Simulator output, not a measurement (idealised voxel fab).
process module | voxel gate over fins
For reference, the cross-section in this document is cut, with width 235 nm and square cells of 5 nm.
A cross-section in this document is a grid of square cells, and it is written down as bands, the top band listed before the ones below it; a band is made up of one or more rows of cells.
The entry gives the band's vertical extent as a top height and a bottom height in nm, then its horizontal make-up as materials from left to right, each with a width in nm. "empty" stands for empty space; a single material marked "everywhere" fills the band edge to edge.
The level at which height equals 0 is the one under which the wafer, as it arrives, is entirely one material. No lower edge exists for the bottom band, which continues downward and is notated as in "0 and below".
A width such as "30..40" changes by the same amount from each row of cells to the next, from the band's top row to its bottom row.
"all unchanged" -> step changed no cross-section cell.
Voids not open to the top, 8 cells minimum: see "Voids, fully enclosed". Written width x height at distance; distance is from the left edge; nm.
On each step's line, the part that comes after the settings is the simulator's own comment on the step.
The "overlay nm" setting may appear on a step's line; for a step that uses a mask, it gives how far to the right of its planned position the mask lay, and a negative value indicates the left.
Below is the list of planned process steps:
1 RECEIVE, material Si
2 CONFORMAL_DEP, material SiN, thk nm 5
3 MASKED_ETCH, tone cover, mask id FINS, width nm 15, pitch nm 55, etch materials SiN, depth nm 5, overlay nm 0
4 MASKED_ETCH, tone cover, mask id FINS, width nm 15, pitch nm 55, etch materials Si, depth nm 40, overlay nm 0
5 OXIDIZE, depth nm 5
6 FILL_DEP, material SiO2, thk nm 10
7 CMP, height nm 5
8 PATTERN, tone open, mask id RAIL, material resist, width nm 15, thk nm 20, overlay nm 0
9 DIRECTIONAL_ETCH, etch materials SiO2, depth nm 40
10 STRIP, etch materials resist
11 CONFORMAL_DEP, material TiN, thk nm 5
12 FILL_DEP, material Ru, thk nm 5
13 CMP, height nm 5
14 SELECTIVE_ETCH, etch materials W Ru TiN, depth nm 25
15 FILL_DEP, material SiO2, thk nm 5
16 CMP, height nm 5
17 SELECTIVE_ETCH, etch materials SiO2, depth nm 15
18 STRIP, etch materials SiN
19 CONFORMAL_DEP, material HfO2, thk nm 5
20 CONFORMAL_DEP, material TiN, thk nm 5
21 CONFORMAL_DEP, material TiAl, thk nm 5
22 CONFORMAL_DEP, material TiN, thk nm 5
23 FILL_DEP, material W, thk nm 15
24 CMP, height nm 30
25 CONFORMAL_DEP, material SiN, thk nm 5
Received-state cross-section, reflecting completion of step 1:
* 0 and below: Si everywhere
* Voids, fully enclosed: none
Look at the cross-section after the module: the wafer started out the way shown above and the plan was the one shown above, yet one mistake was made along the way:
* 35 down to 30: SiN everywhere
* 30 down to 20: W everywhere
* 20 down to 15: W (65); TiN (45); W (10); TiN (45); W (70)
* 15 down to 10: W (65); TiN (5); TiAl (35); TiN (5); W (10); TiN (5); TiAl (35); TiN (5); W (70)
* 10 down to 5: TiN (70); TiAl (5); HfO2 (25); TiAl (5); TiN (20); TiAl (5); HfO2 (25); TiAl (5); TiN (75)
* 5 down to 0: TiAl (75); HfO2 (5); TiN (15); HfO2 (5); TiAl (30); HfO2 (5); TiN (15); HfO2 (5); TiAl (80)
* 0 down to -5: HfO2 (80); TiN (5); Si (5); TiN (5); HfO2 (40); TiN (5); Si (5); TiN (5); HfO2 (85)
* -5 down to -10: TiN (85); Si (5); TiN (50); Si (5); TiN (90)
* -10 down to -20: SiO2 (85); Si (5); SiO2 (50); Si (5); SiO2 (90)
* -20 down to -30: SiO2 (85); Si (5); SiO2 (15); TiN (5); Ru (5); TiN (5); SiO2 (20); Si (5); SiO2 (90)
* -30 down to -35: SiO2 (85); Si (5); SiO2 (15); TiN (15); SiO2 (20); Si (5); SiO2 (90)
* -35 down to -45: SiO2 (85); Si (5); SiO2 (50); Si (5); SiO2 (90)
* -45 and below: Si everywhere
* Voids, fully enclosed: none
It is concluded that the wafer was processed incorrectly with respect to the plan, in that plan steps 19 and 20 run swapped
